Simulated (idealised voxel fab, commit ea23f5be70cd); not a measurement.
Proc. module: voxel air gaps
Square cell edge 5 nm, section width 155 nm, ID cut.
Cross-section spec: square-cell grid; bands listed top down; each band is one or more rows.
Basically the band line says how high the top is and how high the bottom is, in nm, and then what's in it from left to right, every material with its width in nm. Empty space shows up as "empty", and if a single material carries "full width" it runs the full band edge to edge.
Height is counted from the level 0, under which the received wafer is composed throughout of one material. The lowest of the bands is not closed at the bottom but continues downward, in the notation "0 down".
A width given as "30..40" starts at the first number in the band's top row and ends at the second number in its bottom row, shifting by an equal amount at every step from row to row.
The cross-section has no changed cell in any step marked "left unchanged".
"Closed void entries" enumerates empty spaces isolated from the top, with no open way to it, that contain at least 8 cells, giving each as width x height at distance from the left edge, all three in nm.
Read whatever lies past the settings on a step's line as the simulator's own remark about the step.
overlay nm: on a step with a mask, how far right of its planned place the mask lay; negative means left.

# Process steps foreseen in the plan
1) RECEIVE with material Si
2) CONFORMAL_DEP with material SiO2, thk nm 15
3) CONFORMAL_DEP with material SiN, thk nm 5
4) DIRECTIONAL_DEP with material lowk, thk nm 35
5) DIRECTIONAL_DEP with material aC, thk nm 10
6) PATTERN with tone open, mask id LINES, material resist, width nm 15, pitch nm 40, thk nm 30, overlay nm 0
7) DIRECTIONAL_ETCH with etch materials aC, depth nm 10
8) STRIP with etch materials resist
9) DIRECTIONAL_ETCH with etch materials lowk, depth nm 35
10) STRIP with etch materials aC
11) CONFORMAL_DEP with material TiN, thk nm 5
12) FILL_DEP with material Ru, thk nm 5
13) CMP with height nm 55
14) EPI with material Ru, thk nm 10
15) SELECTIVE_ETCH with etch materials lowk, depth nm 45
16) CONFORMAL_DEP with material SiN, thk nm 5
Among the wafers covered here, the point of difference is the width nm at step 6; their starting state is shared, and the plan presents the value of the first wafer.

# Cross-section of the first of several received wafers, showing its state after step 1
  0 down: Si full width
  Closed void entries: none

# First of several wafers, sectioned at end of module (last step: step 16)
  70 to 65: 15 of empty; 125 of SiN; 15 of empty
  65 to 55: 15 of empty; 5 of SiN; 35 of Ru; 5 of SiN; 35 of Ru; 5 of SiN; 35 of Ru; 5 of SiN; 15 of empty
  55 to 50: 15 of empty; 15 of SiN; 5 of TiN; 5 of Ru; 5 of TiN; 25 of SiN; 5 of TiN; 5 of Ru; 5 of TiN; 25 of SiN; 5 of TiN; 5 of Ru; 5 of TiN; 15 of SiN; 15 of empty
  50 to 25: 25 of empty; 5 of SiN; 5 of TiN; 5 of Ru; 5 of TiN; 5 of SiN; 15 of empty; 5 of SiN; 5 of TiN; 5 of Ru; 5 of TiN; 5 of SiN; 15 of empty; 5 of SiN; 5 of TiN; 5 of Ru; 5 of TiN; 5 of SiN; 25 of empty
  25 to 20: 30 of SiN; 15 of TiN; 25 of SiN; 15 of TiN; 25 of SiN; 15 of TiN; 30 of SiN
  20 to 15: SiN full width
  15 to 0: SiO2 full width
  0 down: Si full width
  Closed void entries: 15 x 25 at 50; 15 x 25 at 90

# Cross-section at module completion, last wafer
  70 to 65: 10 of empty; 135 of SiN; 10 of empty
  65 to 55: 10 of empty; 5 of SiN; 125 of Ru; 5 of SiN; 10 of empty
  55 to 50: 10 of empty; 15 of SiN; 5 of TiN; 15 of Ru; 5 of TiN; 15 of lowk; 5 of TiN; 15 of Ru; 5 of TiN; 15 of lowk; 5 of TiN; 15 of Ru; 5 of TiN; 15 of SiN; 10 of empty
  50 to 25: 20 of empty; 5 of SiN; 5 of TiN; 15 of Ru; 5 of TiN; 15 of lowk; 5 of TiN; 15 of Ru; 5 of TiN; 15 of lowk; 5 of TiN; 15 of Ru; 5 of TiN; 5 of SiN; 20 of empty
  25 to 20: 25 of SiN; 25 of TiN; 15 of lowk; 25 of TiN; 15 of lowk; 25 of TiN; 25 of SiN
  20 to 15: SiN full width
  15 to 0: SiO2 full width
  0 down: Si full width
  Closed void entries: none

# For your reference, the table is organized with a row per wafer; each row reflects the wafer at the end of the module, indicating for each material the cells gained (+) or lost (-) since receipt, and thereafter its closed voids
width nm 15 | +60 Ru | +132 SiN | +93 SiO2 | +45 TiN | Closed void entries: 15 x 25 at 50; 15 x 25 at 90
width nm 20 | +84 Ru | +88 SiN | +93 SiO2 | +48 TiN | +56 lowk | Closed void entries: none
width nm 25 | +104 Ru | +88 SiN | +93 SiO2 | +51 TiN | +42 lowk | Closed void entries: none
